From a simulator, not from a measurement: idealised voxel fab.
process module | voxel plated lines
cross-section cut | 180 nm wide | cells 5 nm
A cross-section is a grid of square cells, given in bands from the top down. A band is one or more rows of cells.
Each band's line starts with the height of the band's top and of its bottom, in nm. Then come its materials from left to right, each with its width in nm. One material with "throughout" fills the band from edge to edge. "air" is empty space.
Height 0 is the level under which the wafer as received is all one material. The lowest band goes on downwards, as in "0 down".
A width such as "30 to 40" changes by the same amount from each row of cells to the next, from the band's top row to its bottom row.
"no change" after a step means that no cell of the cross-section changed.
closed voids: empty space of 8 cells or more with no open way to the top, each as width x height at its distance from the left edge, in nm
after a step's settings: what the simulator itself notes on the step
overlay nm, on a step with a mask: how far to the right of its planned place the mask lay; to the left if negative
plan
1 op RECEIVE | material Si
2 op CONFORMAL_DEP | material SiO2 | thk nm 15
3 op DIRECTIONAL_DEP | material TiN | thk nm 5
4 op PATTERN | tone open | mask id LINES | material resist | width nm 15 | pitch nm 30 | thk nm 20 | overlay nm 0
5 op EPI | material Ru | thk nm 5
6 op STRIP | etch materials resist
7 op DIRECTIONAL_ETCH | etch materials TiN | depth nm 5
8 op CONFORMAL_DEP | material SiO2 | thk nm 5
first wafer, as planned
as received, after step 1
  0 down: Si throughout
  closed voids: none
after step 2
  15 to 0: SiO2 throughout
  below 0: unchanged
after step 3
  20 to 15: TiN throughout
  below 15: unchanged
after step 4
  40 to 20: resist 65 | air 15 | resist 15 | air 15 | resist 70
  below 20: unchanged
after step 5
  40 to 25: resist 65 | air 15 | resist 15 | air 15 | resist 70
  25 to 20: resist 65 | Ru 15 | resist 15 | Ru 15 | resist 70
  below 20: unchanged
after step 6
  25 to 20: air 65 | Ru 15 | air 15 | Ru 15 | air 70
  below 20: unchanged
after step 7
  25 to 20: air 65 | Ru 15 | air 15 | Ru 15 | air 70
  20 to 15: air 65 | TiN 15 | air 15 | TiN 15 | air 70
  below 15: unchanged
after step 8
  30 to 25: air 60 | SiO2 25 | air 5 | SiO2 25 | air 65
  25 to 20: air 60 | SiO2 5 | Ru 15 | SiO2 5 | air 5 | SiO2 5 | Ru 15 | SiO2 5 | air 65
  20 to 15: SiO2 65 | TiN 15 | SiO2 15 | TiN 15 | SiO2 70
  below 15: unchanged
second wafer: like start, like plan, one mistake. Through step 1 it matches the first wafer
when step 2 should have ended: no change
when step 3 should have ended
  5 to 0: TiN throughout
  below 0: unchanged
when step 4 should have ended
  25 to 5: resist 65 | air 15 | resist 15 | air 15 | resist 70
  below 5: unchanged
when step 5 should have ended
  25 to 10: resist 65 | air 15 | resist 15 | air 15 | resist 70
  10 to 5: resist 65 | Ru 15 | resist 15 | Ru 15 | resist 70
  below 5: unchanged
when step 6 should have ended
  10 to 5: air 65 | Ru 15 | air 15 | Ru 15 | air 70
  below 5: unchanged
when step 7 should have ended
  10 to 5: air 65 | Ru 15 | air 15 | Ru 15 | air 70
  5 to 0: air 65 | TiN 15 | air 15 | TiN 15 | air 70
  below 0: unchanged
when step 8 should have ended
  15 to 10: air 60 | SiO2 25 | air 5 | SiO2 25 | air 65
  10 to 5: air 60 | SiO2 5 | Ru 15 | SiO2 5 | air 5 | SiO2 5 | Ru 15 | SiO2 5 | air 65
  5 to 0: SiO2 65 | TiN 15 | SiO2 15 | TiN 15 | SiO2 70
  below 0: unchanged
what went wrong: step 2 was left out
at the end the second wafer has, in cells: 108 fewer of SiO2
